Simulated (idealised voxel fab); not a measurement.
process module | voxel trench capacitor
cross-section cut | 260 nm wide | cells 5 nm
A cross-section is a grid of square cells, given in bands from the top down. A band is one or more rows of cells.
Each band's line starts with the height of the band's top and of its bottom, in nm. Then come its materials from left to right, each with its width in nm. One material with "throughout" fills the band from edge to edge. "air" is empty space.
Height 0 is the level under which the wafer as received is all one material. The lowest band goes on downwards, as in "0 down".
A width such as "30 to 40" changes by the same amount from each row of cells to the next, from the band's top row to its bottom row.
"no change" after a step means that no cell of the cross-section changed.
closed voids: empty space of 8 cells or more with no open way to the top, each as width x height at its distance from the left edge, in nm
after a step's settings: what the simulator itself notes on the step
overlay nm, on a step with a mask: how far to the right of its planned place the mask lay; to the left if negative
plan
1 op RECEIVE | material Si
2 op CONFORMAL_DEP | material SiN | thk nm 10
3 op DIRECTIONAL_DEP | material aC | thk nm 15
4 op PATTERN | tone open | mask id TRENCH | material resist | width nm 30 | pitch nm 60 | thk nm 35 | overlay nm 0
5 op DIRECTIONAL_ETCH | etch materials aC | depth nm 15
6 op STRIP | etch materials resist
7 op DIRECTIONAL_ETCH | etch materials SiN | depth nm 10
8 op DIRECTIONAL_ETCH | etch materials Si | depth nm 40
9 op STRIP | etch materials aC
10 op CONFORMAL_DEP | material HfO2 | thk nm 5
11 op CONFORMAL_DEP | material TiN | thk nm 5
12 op FILL_DEP | material W | thk nm 10
13 op CMP | height nm 10
as received, after step 1
  0 down: Si throughout
  closed voids: none
a wafer at the end: this start, this plan, one mistake
  10 to 5: HfO2 30 | TiN 5 | W 10 | TiN 5 | HfO2 40 | TiN 5 | W 10 | TiN 5 | HfO2 40 | TiN 5 | W 10 | TiN 5 | HfO2 40 | TiN 5 | W 10 | TiN 5 | HfO2 30
  5 to 0: SiN 25 | HfO2 5 | TiN 5 | W 10 | TiN 5 | HfO2 5 | SiN 30 | HfO2 5 | TiN 5 | W 10 | TiN 5 | HfO2 5 | SiN 30 | HfO2 5 | TiN 5 | W 10 | TiN 5 | HfO2 5 | SiN 30 | HfO2 5 | TiN 5 | W 10 | TiN 5 | HfO2 5 | SiN 25
  0 to -30: Si 25 | HfO2 5 | TiN 5 | W 10 | TiN 5 | HfO2 5 | Si 30 | HfO2 5 | TiN 5 | W 10 | TiN 5 | HfO2 5 | Si 30 | HfO2 5 | TiN 5 | W 10 | TiN 5 | HfO2 5 | Si 30 | HfO2 5 | TiN 5 | W 10 | TiN 5 | HfO2 5 | Si 25
  -30 to -35: Si 25 | HfO2 5 | TiN 20 | HfO2 5 | Si 30 | HfO2 5 | TiN 20 | HfO2 5 | Si 30 | HfO2 5 | TiN 20 | HfO2 5 | Si 30 | HfO2 5 | TiN 20 | HfO2 5 | Si 25
  -35 to -40: Si 25 | HfO2 30 | Si 30 | HfO2 30 | Si 30 | HfO2 30 | Si 30 | HfO2 30 | Si 25
  -40 down: Si throughout
  closed voids: none
what went wrong: step 2 ran as: op CONFORMAL_DEP | material SiN | thk nm 5
